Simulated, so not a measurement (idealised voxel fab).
The following process module bears the name voxel quadruple lines.
Xsec cut, 140 nm wide, square cell size 5 nm.
For the purposes of this document, a cross-section shall be understood as a grid of square cells, specified as bands listed in top-to-bottom order, each band consisting of one or more rows of cells.
Heights first: top, then bottom, in nm. Then materials, left to right, each with a width in nm. "everywhere" on a single material: fills the band edge to edge. "blank": empty space.
For the purposes of this specification, 0 denotes the height below which the wafer in its as-received condition is composed wholly of one material, and the lowermost band, lacking a lower limit, extends downward without end, as expressed in "from 0 down".
Width "30 to 40": first value at the band's top row of cells, second value at its bottom row, equal change from row to row.
"no alterations made" for a step: no cell of the cross-section changed in that step.
Empty spaces without an open route to the top, at least 8 cells in extent, make up the entry "closed voids"; each is given as width x height at distance, where the distance is measured from the left edge, and all are in nm.
It should be noted that, on the line of a given step, the content following the step's settings is a remark produced by the simulator itself with respect to that step.
overlay nm: on a step with a mask, how far right of its planned place the mask lay; negative means left.
Read the rest as pairs. Take the cross-section before one process step, then the cross-section after it, which shows only down to the lowest band that changed. Under the pair, find the step between them and its settings. Bear in mind that pairs may come from different runs of this module on the same starting wafer: link a pair to the pair above it only where its entry headed "Preceding state" says to.
PRECEDING STATE
> from 65 to 55 | blank (15), then SiO2 (50), then blank (10), then SiO2 (50), then blank (15)
> from 55 to 45 | blank (15), then SiO2 (10), then aC (30), then SiO2 (10), then blank (10), then SiO2 (10), then aC (30), then SiO2 (10), then blank (15)
> from 45 to 35 | SiO2 (25), then aC (30), then SiO2 (30), then aC (30), then SiO2 (25)
> from 35 to 15 | polySi everywhere
> from 15 to 5 | TiN everywhere
> from 5 to 0 | SiO2 everywhere
> from 0 down | Si everywhere
> closed voids: none
SECTIONAL RESULT
> from 55 to 35 | blank (15), then SiO2 (10), then aC (30), then SiO2 (10), then blank (10), then SiO2 (10), then aC (30), then SiO2 (10), then blank (15)
> Below a height of 35, the structure has not been altered.
> closed voids: none
What is the step between the two cross-sections above? DIRECTIONAL_ETCH | etch materials SiO2 | depth nm 10
Preceding state: cross-section not repeated; it is the one shown after the step in the pair just above.
SECTIONAL RESULT
> from 55 to 35 | blank (15), then SiO2 (10), then blank (30), then SiO2 (10), then blank (10), then SiO2 (10), then blank (30), then SiO2 (10), then blank (15)
> Below a height of 35, the structure has not been altered.
> closed voids: none
What is the step between the two cross-sections above? STRIP | etch materials aC
Preceding state: cross-section not repeated; it is the one shown after the step in the pair just above.
SECTIONAL RESULT
> from 55 to 35 | blank (15), then SiO2 (10), then blank (30), then SiO2 (10), then blank (10), then SiO2 (10), then blank (30), then SiO2 (10), then blank (15)
> from 35 to 15 | blank (15), then polySi (10), then blank (30), then polySi (10), then blank (10), then polySi (10), then blank (30), then polySi (10), then blank (15)
> Below a height of 15, the structure has not been altered.
> closed voids: none
What is the step between the two cross-sections above? DIRECTIONAL_ETCH | etch materials polySi | depth nm 20
Preceding state: cross-section not repeated; it is the one shown after the step in the pair just above.
SECTIONAL RESULT
> from 35 to 15 | blank (15), then polySi (10), then blank (30), then polySi (10), then blank (10), then polySi (10), then blank (30), then polySi (10), then blank (15)
> Below a height of 15, the structure has not been altered.
> closed voids: none
What is the step between the two cross-sections above? STRIP | etch materials SiO2
Preceding state: cross-section not repeated; it is the one shown after the step in the pair just above.
SECTIONAL RESULT
> from 40 to 35 | blank (10), then SiCN (20), then blank (20), then SiCN (40), then blank (20), then SiCN (20), then blank (10)
> from 35 to 20 | blank (10), then SiCN (5), then polySi (10), then SiCN (5), then blank (20), then SiCN (5), then polySi (10), then SiCN (10), then polySi (10), then SiCN (5), then blank (20), then SiCN (5), then polySi (10), then SiCN (5), then blank (10)
> from 20 to 15 | SiCN (15), then polySi (10), then SiCN (30), then polySi (10), then SiCN (10), then polySi (10), then SiCN (30), then polySi (10), then SiCN (15)
> Below a height of 15, the structure has not been altered.
> closed voids: none
What is the step between the two cross-sections above? CONFORMAL_DEP | material SiCN | thk nm 5
Preceding state: cross-section not repeated; it is the one shown after the step in the pair just above.
SECTIONAL RESULT
> from 35 to 15 | blank (10), then SiCN (5), then polySi (10), then SiCN (5), then blank (20), then SiCN (5), then polySi (10), then SiCN (10), then polySi (10), then SiCN (5), then blank (20), then SiCN (5), then polySi (10), then SiCN (5), then blank (10)
> Below a height of 15, the structure has not been altered.
> closed voids: none
What is the step between the two cross-sections above? DIRECTIONAL_ETCH | etch materials SiCN | depth nm 5
Preceding state: cross-section not repeated; it is the one shown after the step in the pair just above.
SECTIONAL RESULT
> from 35 to 15 | blank (10), then SiCN (5), then blank (10), then SiCN (5), then blank (20), then SiCN (5), then blank (10), then SiCN (10), then blank (10), then SiCN (5), then blank (20), then SiCN (5), then blank (10), then SiCN (5), then blank (10)
> Below a height of 15, the structure has not been altered.
> closed voids: none
What is the step between the two cross-sections above? STRIP | etch materials polySi
Preceding state: cross-section not repeated; it is the one shown after the step in the pair just above.
SECTIONAL RESULT
> from 35 to 15 | blank (10), then SiCN (5), then blank (10), then SiCN (5), then blank (20), then SiCN (5), then blank (10), then SiCN (10), then blank (10), then SiCN (5), then blank (20), then SiCN (5), then blank (10), then SiCN (5), then blank (10)
> from 15 to 5 | blank (10), then TiN (5), then blank (10), then TiN (5), then blank (20), then TiN (5), then blank (10), then TiN (10), then blank (10), then TiN (5), then blank (20), then TiN (5), then blank (10), then TiN (5), then blank (10)
> Below a height of 5, the structure has not been altered.
> closed voids: none
What is the step between the two cross-sections above? DIRECTIONAL_ETCH | etch materials TiN | depth nm 10
Preceding state: cross-section not repeated; it is the one shown after the step in the pair just above.
SECTIONAL RESULT
> from 15 to 5 | blank (10), then TiN (5), then blank (10), then TiN (5), then blank (20), then TiN (5), then blank (10), then TiN (10), then blank (10), then TiN (5), then blank (20), then TiN (5), then blank (10), then TiN (5), then blank (10)
> Below a height of 5, the structure has not been altered.
> closed voids: none
What is the step between the two cross-sections above? STRIP | etch materials SiCN
Preceding state: cross-section not repeated; it is the one shown after the step in the pair just above.
SECTIONAL RESULT
> from 25 to 15 | lowk everywhere
> from 15 to 5 | lowk (10), then TiN (5), then lowk (10), then TiN (5), then lowk (20), then TiN (5), then lowk (10), then TiN (10), then lowk (10), then TiN (5), then lowk (20), then TiN (5), then lowk (10), then TiN (5), then lowk (10)
> Below a height of 5, the structure has not been altered.
> closed voids: none
What is the step between the two cross-sections above? FILL_DEP | material lowk | thk nm 10
Preceding state: cross-section not repeated; it is the one shown after the step in the pair just above.
SECTIONAL RESULT
> from 15 to 5 | lowk (10), then TiN (5), then lowk (10), then TiN (5), then lowk (20), then TiN (5), then lowk (10), then TiN (10), then lowk (10), then TiN (5), then lowk (20), then TiN (5), then lowk (10), then TiN (5), then lowk (10)
> Below a height of 5, the structure has not been altered.
> closed voids: none
What is the step between the two cross-sections above? CMP | height nm 15
PRECEDING STATE
> from 55 to 35 | aC everywhere
> from 35 to 15 | polySi everywhere
> from 15 to 5 | TiN everywhere
> from 5 to 0 | SiO2 everywhere
> from 0 down | Si everywhere
> closed voids: none
SECTIONAL RESULT
> from 85 to 55 | blank (20), then resist (20), then blank (40), then resist (20), then blank (40)
> Below a height of 55, the structure has not been altered.
> closed voids: none
What is the step between the two cross-sections above? PATTERN | tone cover | mask id MANDREL | material resist | width nm 20 | pitch nm 60 | thk nm 30 | overlay nm -10
Preceding state: cross-section not repeated; it is the one shown after the step in the pair just above.
SECTIONAL RESULT
> from 65 to 55 | blank (20), then resist (20), then blank (40), then resist (20), then blank (40)
> from 55 to 35 | blank (20), then aC (20), then blank (40), then aC (20), then blank (40)
> Below a height of 35, the structure has not been altered.
> closed voids: none
What is the step between the two cross-sections above? DIRECTIONAL_ETCH | etch materials aC | depth nm 20
Preceding state: cross-section not repeated; it is the one shown after the step in the pair just above.
SECTIONAL RESULT
> from 55 to 35 | blank (20), then aC (20), then blank (40), then aC (20), then blank (40)
> Below a height of 35, the structure has not been altered.
> closed voids: none
What is the step between the two cross-sections above? STRIP | etch materials resist
Preceding state: cross-section not repeated; it is the one shown after the step in the pair just above.
SECTIONAL RESULT
> from 65 to 55 | blank (10), then SiO2 (40), then blank (20), then SiO2 (40), then blank (30)
> from 55 to 45 | blank (10), then SiO2 (10), then aC (20), then SiO2 (10), then blank (20), then SiO2 (10), then aC (20), then SiO2 (10), then blank (30)
> from 45 to 35 | SiO2 (20), then aC (20), then SiO2 (40), then aC (20), then SiO2 (40)
> Below a height of 35, the structure has not been altered.
> closed voids: none
What is the step between the two cross-sections above? CONFORMAL_DEP | material SiO2 | thk nm 10
Preceding state: cross-section not repeated; it is the one shown after the step in the pair just above.
SECTIONAL RESULT
> from 55 to 35 | blank (10), then SiO2 (10), then aC (20), then SiO2 (10), then blank (20), then SiO2 (10), then aC (20), then SiO2 (10), then blank (30)
> Below a height of 35, the structure has not been altered.
> closed voids: none
What is the step between the two cross-sections above? DIRECTIONAL_ETCH | etch materials SiO2 | depth nm 10
Preceding state: cross-section not repeated; it is the one shown after the step in the pair just above.
SECTIONAL RESULT
> from 55 to 35 | blank (10), then SiO2 (10), then blank (20), then SiO2 (10), then blank (20), then SiO2 (10), then blank (20), then SiO2 (10), then blank (30)
> Below a height of 35, the structure has not been altered.
> closed voids: none
What is the step between the two cross-sections above? STRIP | etch materials aC
Preceding state: cross-section not repeated; it is the one shown after the step in the pair just above.
SECTIONAL RESULT
> from 55 to 35 | blank (10), then SiO2 (10), then blank (20), then SiO2 (10), then blank (20), then SiO2 (10), then blank (20), then SiO2 (10), then blank (30)
> from 35 to 15 | blank (10), then polySi (10), then blank (20), then polySi (10), then blank (20), then polySi (10), then blank (20), then polySi (10), then blank (30)
> Below a height of 15, the structure has not been altered.
> closed voids: none
What is the step between the two cross-sections above? DIRECTIONAL_ETCH | etch materials polySi | depth nm 20
Preceding state: cross-section not repeated; it is the one shown after the step in the pair just above.
SECTIONAL RESULT
> from 35 to 15 | blank (10), then polySi (10), then blank (20), then polySi (10), then blank (20), then polySi (10), then blank (20), then polySi (10), then blank (30)
> Below a height of 15, the structure has not been altered.
> closed voids: none
What is the step between the two cross-sections above? STRIP | etch materials SiO2
Preceding state: cross-section not repeated; it is the one shown after the step in the pair just above.
SECTIONAL RESULT
> from 40 to 35 | blank (5), then SiCN (20), then blank (10), then SiCN (20), then blank (10), then SiCN (20), then blank (10), then SiCN (20), then blank (25)
> from 35 to 20 | blank (5), then SiCN (5), then polySi (10), then SiCN (5), then blank (10), then SiCN (5), then polySi (10), then SiCN (5), then blank (10), then SiCN (5), then polySi (10), then SiCN (5), then blank (10), then SiCN (5), then polySi (10), then SiCN (5), then blank (25)
> from 20 to 15 | SiCN (10), then polySi (10), then SiCN (20), then polySi (10), then SiCN (20), then polySi (10), then SiCN (20), then polySi (10), then SiCN (30)
> Below a height of 15, the structure has not been altered.
> closed voids: none
What is the step between the two cross-sections above? CONFORMAL_DEP | material SiCN | thk nm 5
Preceding state: cross-section not repeated; it is the one shown after the step in the pair just above.
SECTIONAL RESULT
> from 35 to 15 | blank (5), then SiCN (5), then polySi (10), then SiCN (5), then blank (10), then SiCN (5), then polySi (10), then SiCN (5), then blank (10), then SiCN (5), then polySi (10), then SiCN (5), then blank (10), then SiCN (5), then polySi (10), then SiCN (5), then blank (25)
> Below a height of 15, the structure has not been altered.
> closed voids: none
What is the step between the two cross-sections above? DIRECTIONAL_ETCH | etch materials SiCN | depth nm 5
Preceding state: cross-section not repeated; it is the one shown after the step in the pair just above.
SECTIONAL RESULT
> from 35 to 15 | blank (5), then SiCN (5), then blank (10), then SiCN (5), then blank (10), then SiCN (5), then blank (10), then SiCN (5), then blank (10), then SiCN (5), then blank (10), then SiCN (5), then blank (10), then SiCN (5), then blank (10), then SiCN (5), then blank (25)
> Below a height of 15, the structure has not been altered.
> closed voids: none
What is the step between the two cross-sections above? STRIP | etch materials polySi
Preceding state: cross-section not repeated; it is the one shown after the step in the pair just above.
SECTIONAL RESULT
> from 35 to 15 | blank (5), then SiCN (5), then blank (10), then SiCN (5), then blank (10), then SiCN (5), then blank (10), then SiCN (5), then blank (10), then SiCN (5), then blank (10), then SiCN (5), then blank (10), then SiCN (5), then blank (10), then SiCN (5), then blank (25)
> from 15 to 5 | blank (5), then TiN (5), then blank (10), then TiN (5), then blank (10), then TiN (5), then blank (10), then TiN (5), then blank (10), then TiN (5), then blank (10), then TiN (5), then blank (10), then TiN (5), then blank (10), then TiN (5), then blank (25)
> Below a height of 5, the structure has not been altered.
> closed voids: none
What is the step between the two cross-sections above? DIRECTIONAL_ETCH | etch materials TiN | depth nm 10
Preceding state: cross-section not repeated; it is the one shown after the step in the pair just above.
SECTIONAL RESULT
> from 15 to 5 | blank (5), then TiN (5), then blank (10), then TiN (5), then blank (10), then TiN (5), then blank (10), then TiN (5), then blank (10), then TiN (5), then blank (10), then TiN (5), then blank (10), then TiN (5), then blank (10), then TiN (5), then blank (25)
> Below a height of 5, the structure has not been altered.
> closed voids: none
What is the step between the two cross-sections above? STRIP | etch materials SiCN
Preceding state: cross-section not repeated; it is the one shown after the step in the pair just above.
SECTIONAL RESULT
> from 25 to 15 | lowk everywhere
> from 15 to 5 | lowk (5), then TiN (5), then lowk (10), then TiN (5), then lowk (10), then TiN (5), then lowk (10), then TiN (5), then lowk (10), then TiN (5), then lowk (10), then TiN (5), then lowk (10), then TiN (5), then lowk (10), then TiN (5), then lowk (25)
> Below a height of 5, the structure has not been altered.
> closed voids: none
What is the step between the two cross-sections above? FILL_DEP | material lowk | thk nm 10
Preceding state: cross-section not repeated; it is the one shown after the step in the pair just above.
SECTIONAL RESULT
> from 15 to 5 | lowk (5), then TiN (5), then lowk (10), then TiN (5), then lowk (10), then TiN (5), then lowk (10), then TiN (5), then lowk (10), then TiN (5), then lowk (10), then TiN (5), then lowk (10), then TiN (5), then lowk (10), then TiN (5), then lowk (25)
> Below a height of 5, the structure has not been altered.
> closed voids: none
What is the step between the two cross-sections above? CMP | height nm 15
PRECEDING STATE
> from 15 to 5 | blank (15), then TiN (5), then blank (10), then TiN (5), then blank (10), then TiN (5), then blank (10), then TiN (5), then blank (10), then TiN (5), then blank (10), then TiN (5), then blank (10), then TiN (5), then blank (10), then TiN (5), then blank (15)
> from 5 to 0 | SiO2 everywhere
> from 0 down | Si everywhere
> closed voids: none
SECTIONAL RESULT
> from 25 to 15 | SiCN everywhere
> from 15 to 5 | SiCN (15), then TiN (5), then SiCN (10), then TiN (5), then SiCN (10), then TiN (5), then SiCN (10), then TiN (5), then SiCN (10), then TiN (5), then SiCN (10), then TiN (5), then SiCN (10), then TiN (5), then SiCN (10), then TiN (5), then SiCN (15)
> Below a height of 5, the structure has not been altered.
> closed voids: none
What is the step between the two cross-sections above? FILL_DEP | material SiCN | thk nm 10
Preceding state: cross-section not repeated; it is the one shown after the step in the pair just above.
SECTIONAL RESULT
> from 15 to 5 | SiCN (15), then TiN (5), then SiCN (10), then TiN (5), then SiCN (10), then TiN (5), then SiCN (10), then TiN (5), then SiCN (10), then TiN (5), then SiCN (10), then TiN (5), then SiCN (10), then TiN (5), then SiCN (10), then TiN (5), then SiCN (15)
> Below a height of 5, the structure has not been altered.
> closed voids: none
What is the step between the two cross-sections above? CMP | height nm 15
PRECEDING STATE
> from 55 to 35 | aC everywhere
> from 35 to 15 | polySi everywhere
> from 15 to 5 | TiN everywhere
> from 5 to 0 | SiO2 everywhere
> from 0 down | Si everywhere
> closed voids: none
SECTIONAL RESULT
> from 85 to 55 | resist (30), then blank (20), then resist (40), then blank (20), then resist (30)
> Below a height of 55, the structure has not been altered.
> closed voids: none
What is the step between the two cross-sections above? PATTERN | tone open | mask id MANDREL | material resist | width nm 20 | pitch nm 60 | thk nm 30 | overlay nm 0
Preceding state: cross-section not repeated; it is the one shown after the step in the pair just above.
SECTIONAL RESULT
> from 65 to 55 | resist (30), then blank (20), then resist (40), then blank (20), then resist (30)
> from 55 to 35 | aC (30), then blank (20), then aC (40), then blank (20), then aC (30)
> Below a height of 35, the structure has not been altered.
> closed voids: none
What is the step between the two cross-sections above? DIRECTIONAL_ETCH | etch materials aC | depth nm 20
Preceding state: cross-section not repeated; it is the one shown after the step in the pair just above.
SECTIONAL RESULT
> from 55 to 35 | aC (30), then blank (20), then aC (40), then blank (20), then aC (30)
> Below a height of 35, the structure has not been altered.
> closed voids: none
What is the step between the two cross-sections above? STRIP | etch materials resist
Preceding state: cross-section not repeated; it is the one shown after the step in the pair just above.
SECTIONAL RESULT
> from 65 to 55 | SiO2 everywhere
> from 55 to 35 | aC (30), then SiO2 (20), then aC (40), then SiO2 (20), then aC (30)
> Below a height of 35, the structure has not been altered.
> closed voids: none
What is the step between the two cross-sections above? CONFORMAL_DEP | material SiO2 | thk nm 10
Preceding state: cross-section not repeated; it is the one shown after the step in the pair just above.
SECTIONAL RESULT
> from 55 to 35 | aC (30), then SiO2 (20), then aC (40), then SiO2 (20), then aC (30)
> Below a height of 35, the structure has not been altered.
> closed voids: none
What is the step between the two cross-sections above? DIRECTIONAL_ETCH | etch materials SiO2 | depth nm 10
Preceding state: cross-section not repeated; it is the one shown after the step in the pair just above.
SECTIONAL RESULT
> from 55 to 35 | blank (30), then SiO2 (20), then blank (40), then SiO2 (20), then blank (30)
> Below a height of 35, the structure has not been altered.
> closed voids: none
What is the step between the two cross-sections above? STRIP | etch materials aC
Preceding state: cross-section not repeated; it is the one shown after the step in the pair just above.
SECTIONAL RESULT
> from 55 to 35 | blank (30), then SiO2 (20), then blank (40), then SiO2 (20), then blank (30)
> from 35 to 15 | blank (30), then polySi (20), then blank (40), then polySi (20), then blank (30)
> Below a height of 15, the structure has not been altered.
> closed voids: none
What is the step between the two cross-sections above? DIRECTIONAL_ETCH | etch materials polySi | depth nm 20
Preceding state: cross-section not repeated; it is the one shown after the step in the pair just above.
SECTIONAL RESULT
> from 35 to 15 | blank (30), then polySi (20), then blank (40), then polySi (20), then blank (30)
> Below a height of 15, the structure has not been altered.
> closed voids: none
What is the step between the two cross-sections above? STRIP | etch materials SiO2
Preceding state: cross-section not repeated; it is the one shown after the step in the pair just above.
SECTIONAL RESULT
> from 40 to 35 | blank (25), then SiCN (30), then blank (30), then SiCN (30), then blank (25)
> from 35 to 20 | blank (25), then SiCN (5), then polySi (20), then SiCN (5), then blank (30), then SiCN (5), then polySi (20), then SiCN (5), then blank (25)
> from 20 to 15 | SiCN (30), then polySi (20), then SiCN (40), then polySi (20), then SiCN (30)
> Below a height of 15, the structure has not been altered.
> closed voids: none
What is the step between the two cross-sections above? CONFORMAL_DEP | material SiCN | thk nm 5
Preceding state: cross-section not repeated; it is the one shown after the step in the pair just above.
SECTIONAL RESULT
> from 35 to 15 | blank (25), then SiCN (5), then polySi (20), then SiCN (5), then blank (30), then SiCN (5), then polySi (20), then SiCN (5), then blank (25)
> Below a height of 15, the structure has not been altered.
> closed voids: none
What is the step between the two cross-sections above? DIRECTIONAL_ETCH | etch materials SiCN | depth nm 5
Preceding state: cross-section not repeated; it is the one shown after the step in the pair just above.
SECTIONAL RESULT
> from 35 to 15 | blank (25), then SiCN (5), then blank (20), then SiCN (5), then blank (30), then SiCN (5), then blank (20), then SiCN (5), then blank (25)
> Below a height of 15, the structure has not been altered.
> closed voids: none
What is the step between the two cross-sections above? STRIP | etch materials polySi
Preceding state: cross-section not repeated; it is the one shown after the step in the pair just above.
SECTIONAL RESULT
> from 35 to 15 | blank (25), then SiCN (5), then blank (20), then SiCN (5), then blank (30), then SiCN (5), then blank (20), then SiCN (5), then blank (25)
> from 15 to 5 | blank (25), then TiN (5), then blank (20), then TiN (5), then blank (30), then TiN (5), then blank (20), then TiN (5), then blank (25)
> Below a height of 5, the structure has not been altered.
> closed voids: none
What is the step between the two cross-sections above? DIRECTIONAL_ETCH | etch materials TiN | depth nm 10
Preceding state: cross-section not repeated; it is the one shown after the step in the pair just above.
SECTIONAL RESULT
> from 15 to 5 | blank (25), then TiN (5), then blank (20), then TiN (5), then blank (30), then TiN (5), then blank (20), then TiN (5), then blank (25)
> Below a height of 5, the structure has not been altered.
> closed voids: none
What is the step between the two cross-sections above? STRIP | etch materials SiCN
Preceding state: cross-section not repeated; it is the one shown after the step in the pair just above.
SECTIONAL RESULT
> from 25 to 15 | lowk everywhere
> from 15 to 5 | lowk (25), then TiN (5), then lowk (20), then TiN (5), then lowk (30), then TiN (5), then lowk (20), then TiN (5), then lowk (25)
> Below a height of 5, the structure has not been altered.
> closed voids: none
What is the step between the two cross-sections above? FILL_DEP | material lowk | thk nm 10
Preceding state: cross-section not repeated; it is the one shown after the step in the pair just above.
SECTIONAL RESULT
> from 15 to 5 | lowk (25), then TiN (5), then lowk (20), then TiN (5), then lowk (30), then TiN (5), then lowk (20), then TiN (5), then lowk (25)
> Below a height of 5, the structure has not been altered.
> closed voids: none
What is the step between the two cross-sections above? CMP | height nm 15
